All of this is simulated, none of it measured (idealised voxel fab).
Documented hereafter: the process module known as voxel self aligned contacts.
FYI the section here is cut, 210 nm wide, cells are 5 nm squares.
Notation: cross-section as square-cell grid; stated in bands, top first, going down; one or more cell rows per band.
Top, bottom (nm), then materials left to right with widths (nm); lone material tagged "throughout" fills the whole band edge to edge; "air" = empty space.
Height reference: 0 = level under which incoming wafer is all one material. Lowest band: no bottom, runs on downward, e.g. "0 nm and below".
When a width is written as two numbers, as in "30 to 40", the first number is the width in the top row of cells of the band and the second is the width in its bottom row, and the width changes by the same amount from each row to the next.
Reading "nothing different" for a step: not a cell of the cross-section changed in it.
Enclosed cavities: empty space of 8 cells or more with no open way to the top, each as width x height at its distance from the left edge, in nm
What comes after the settings on a step's line is commentary from the simulator itself on that step.
overlay nm: how far to the right of its planned place the mask lay on this masked step (negative: to the left).
Here's what the planned process steps look like:
1: RECEIVE,material Si
2: CONFORMAL_DEP,material SiO2,thk nm 5
3: DIRECTIONAL_DEP,material polySi,thk nm 30
4: DIRECTIONAL_DEP,material SiN,thk nm 15
5: MASKED_ETCH,tone cover,mask id GATE,width nm 20,pitch nm 55,etch materials SiN,depth nm 15,overlay nm 0
6: MASKED_ETCH,tone cover,mask id GATE,width nm 30,pitch nm 55,etch materials polySi,depth nm 30,overlay nm 0
7: CONFORMAL_DEP,material SiN,thk nm 5
8: DIRECTIONAL_ETCH,etch materials SiN,depth nm 5
9: FILL_DEP,material SiO2,thk nm 20
10: CMP,height nm 60
11: MASKED_ETCH,tone open,mask id CONTACT,width nm 35,etch materials SiO2,depth nm 60,overlay nm 0
12: CONFORMAL_DEP,material TiN,thk nm 5
13: FILL_DEP,material Ru,thk nm 5
14: CMP,height nm 60
15: CONFORMAL_DEP,material SiCN,thk nm 5
Be aware that, although all wafers share a common starting state, the width nm at step 5 differs among them, and the plan displays the first wafer's value.
This is how the first of several wafers looked in cross-section when it arrived, which is after step 1:
- 0 nm and below | Si throughout
- Enclosed cavities: none
End-of-module cross-section, first of several wafers, after last step 15:
- 65 nm to 60 nm | SiCN throughout
- 60 nm to 50 nm | 85 nm SiO2  5 to 10 nm TiN  25 to 15 nm Ru  5 to 10 nm TiN  90 nm SiO2
- 50 nm to 40 nm | 60 nm SiO2  30 nm SiN  5 nm TiN  15 nm Ru  5 nm TiN  30 nm SiN  65 nm SiO2
- 40 nm to 35 nm | 60 nm SiO2  30 nm SiN  10 nm TiN  5 nm Ru  10 nm TiN  30 nm SiN  65 nm SiO2
- 35 nm to 5 nm | 55 nm SiO2  5 nm SiN  30 nm polySi  5 nm SiN  5 nm TiN  5 nm Ru  5 nm TiN  5 nm SiN  30 nm polySi  5 nm SiN  60 nm SiO2
- 5 nm to 0 nm | 95 nm SiO2  15 nm TiN  100 nm SiO2
- 0 nm and below | Si throughout
- Enclosed cavities: none
So this is the cross-section on the last wafer at the end of the module:
- 65 nm to 60 nm | SiCN throughout
- 60 nm to 55 nm | 85 nm SiO2  5 nm TiN  25 nm Ru  5 nm TiN  90 nm SiO2
- 55 nm to 50 nm | 85 nm SiO2  35 nm TiN  90 nm SiO2
- 50 nm to 35 nm | 50 nm SiO2  50 nm SiN  5 nm TiN  50 nm SiN  55 nm SiO2
- 35 nm to 5 nm | 50 nm SiO2  5 nm SiN  40 nm polySi  5 nm SiN  5 nm TiN  5 nm SiN  40 nm polySi  5 nm SiN  55 nm SiO2
- 5 nm to 0 nm | 100 nm SiO2  5 nm TiN  105 nm SiO2
- 0 nm and below | Si throughout
- Enclosed cavities: none
Below: a row per wafer. Contents at end of module: for every material, cells gained since receipt (+) or lost since receipt (-); then closed voids:
width nm 20; +21 Ru; +42 SiCN; +60 SiN; +322 SiO2; +29 TiN; +72 polySi; Enclosed cavities: none
width nm 25; +18 Ru; +42 SiCN; +66 SiN; +319 SiO2; +29 TiN; +72 polySi; Enclosed cavities: none
width nm 30; +15 Ru; +42 SiCN; +72 SiN; +316 SiO2; +29 TiN; +72 polySi; Enclosed cavities: none
width nm 35; +5 Ru; +42 SiCN; +78 SiN; +308 SiO2; +29 TiN; +84 polySi; Enclosed cavities: none
width nm 40; +5 Ru; +42 SiCN; +84 SiN; +300 SiO2; +19 TiN; +96 polySi; Enclosed cavities: none
